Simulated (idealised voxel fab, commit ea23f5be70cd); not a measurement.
A process module follows: voxel capacitor over wiring.
In the cross-section labelled cut, the width is 185 nm and each square cell is 5 nm.
Cross-section, as written here: a square-cell grid given band by band from the top down, where a band holds one or more rows of cells.
Heads up on the band format: heights come first, top then bottom, in nm. After that it's the materials left to right, each with its width in nm. A single material flagged "throughout" fills the whole band edge to edge, and "blank" means there's empty space there.
Below 0: as-received wafer, all one material; heights counted from there. Lowest band: no bottom, goes on down, written "0 -> down".
Width: "30->40" (first number = top row, second number = bottom row, same change from row to row of cells).
Take "nothing got changed" at face value: in the step it is given for, the cross-section changed in none of its cells.
"Closed empty spaces" enumerates empty spaces isolated from the top, with no open way to it, that contain at least 8 cells, giving each as width x height at distance from the left edge, all three in nm.
Post-settings text on a step line: simulator's own remark regarding the step.
overlay nm: step with mask; distance mask lay right of planned place; negative value = left of planned place.

# List of planned process steps
step 1: RECEIVE | material Si
step 2: CONFORMAL_DEP | material SiO2 | thk nm 10
step 3: DIRECTIONAL_DEP | material TiN | thk nm 5
step 4: DIRECTIONAL_DEP | material Ru | thk nm 15
step 5: PATTERN | tone cover | mask id METAL_1 | material resist | width nm 20 | pitch nm 80 | thk nm 15 | overlay nm 0
step 6: DIRECTIONAL_ETCH | etch materials Ru | depth nm 15
step 7: DIRECTIONAL_ETCH | etch materials TiN | depth nm 5
step 8: STRIP | etch materials resist
step 9: FILL_DEP | material lowk | thk nm 10
step 10: CMP | height nm 30
step 11: CONFORMAL_DEP | material SiCN | thk nm 5
step 12: DIRECTIONAL_DEP | material SiO2 | thk nm 10
step 13: DIRECTIONAL_DEP | material aC | thk nm 10
step 14: PATTERN | tone open | mask id PLUG_1 | material resist | width nm 15 | thk nm 30 | overlay nm 0
step 15: DIRECTIONAL_ETCH | etch materials aC | depth nm 10
step 16: STRIP | etch materials resist
step 17: DIRECTIONAL_ETCH | etch materials SiO2 | depth nm 10
step 18: DIRECTIONAL_ETCH | etch materials SiCN | depth nm 5
step 19: STRIP | etch materials aC
step 20: EPI | material Ru | thk nm 10
step 21: EPI | material Ru | thk nm 5
step 22: DIRECTIONAL_DEP | material TiN | thk nm 5
step 23: DIRECTIONAL_DEP | material SiN | thk nm 5
step 24: DIRECTIONAL_DEP | material TiN | thk nm 10
step 25: DIRECTIONAL_DEP | material aC | thk nm 15
step 26: PATTERN | tone cover | mask id UPPER_PLATE | material resist | width nm 65 | thk nm 30 | overlay nm 0
step 27: DIRECTIONAL_ETCH | etch materials aC | depth nm 15
step 28: STRIP | etch materials resist
step 29: DIRECTIONAL_ETCH | etch materials TiN | depth nm 10
step 30: DIRECTIONAL_ETCH | etch materials SiN | depth nm 5
step 31: STRIP | etch materials aC
step 32: PATTERN | tone cover | mask id LOWER_PLATE | material resist | width nm 75 | thk nm 15 | overlay nm 0
step 33: DIRECTIONAL_ETCH | etch materials TiN | depth nm 5
step 34: STRIP | etch materials resist
step 35: FILL_DEP | material SiO2 | thk nm 20
step 36: CMP | height nm 80
step 37: PATTERN | tone open | mask id PLUG_2 | material resist | width nm 15 | thk nm 15 | overlay nm 0
step 38: DIRECTIONAL_ETCH | etch materials SiO2 | depth nm 15
step 39: STRIP | etch materials resist
step 40: CONFORMAL_DEP | material TiN | thk nm 5
step 41: FILL_DEP | material W | thk nm 5
step 42: CMP | height nm 80
step 43: CONFORMAL_DEP | material SiN | thk nm 5

# The cross-section here shows the wafer as received, i.e. in its state after step 1
0 -> down: Si throughout
Closed empty spaces: none

# Module complete, cross-section. Starting point and plan per above. One mistake made in running the module
85 -> 80: SiN throughout
80 -> 70: 55 SiO2, then 5 TiN, then 5 W, then 5 TiN, then 115 SiO2
70 -> 65: 55 SiO2, then 15 TiN, then 115 SiO2
65 -> 55: 45 SiO2, then 15 TiN, then 45 SiO2, then 5 TiN, then 75 SiO2
55 -> 50: 45 SiO2, then 15 SiN, then 45 SiO2, then 5 SiN, then 75 SiO2
50 -> 45: 40 SiO2, then 75 TiN, then 70 SiO2
45 -> 40: 25 SiO2, then 20 Ru, then 15 SiO2, then 45 TiN, then 50 Ru, then 30 SiO2
40 -> 35: 25 SiO2, then 20 Ru, then 15 SiO2, then 45 SiN, then 50 Ru, then 30 SiO2
35 -> 30: 25 SiO2, then 20 Ru, then 15 SiCN, then 45 TiN, then 50 Ru, then 30 SiO2
30 -> 15: 40 lowk, then 20 Ru, then 60 lowk, then 20 Ru, then 45 lowk
15 -> 10: 40 lowk, then 20 TiN, then 60 lowk, then 20 TiN, then 45 lowk
10 -> 0: SiO2 throughout
0 -> down: Si throughout
Closed empty spaces: none
Which mistake was made when the wafer was run? heads up, step 14 didn't go per plan, it actually ran as PATTERN | tone cover | mask id PLUG_1 | material resist | width nm 15 | thk nm 30 | overlay nm 0
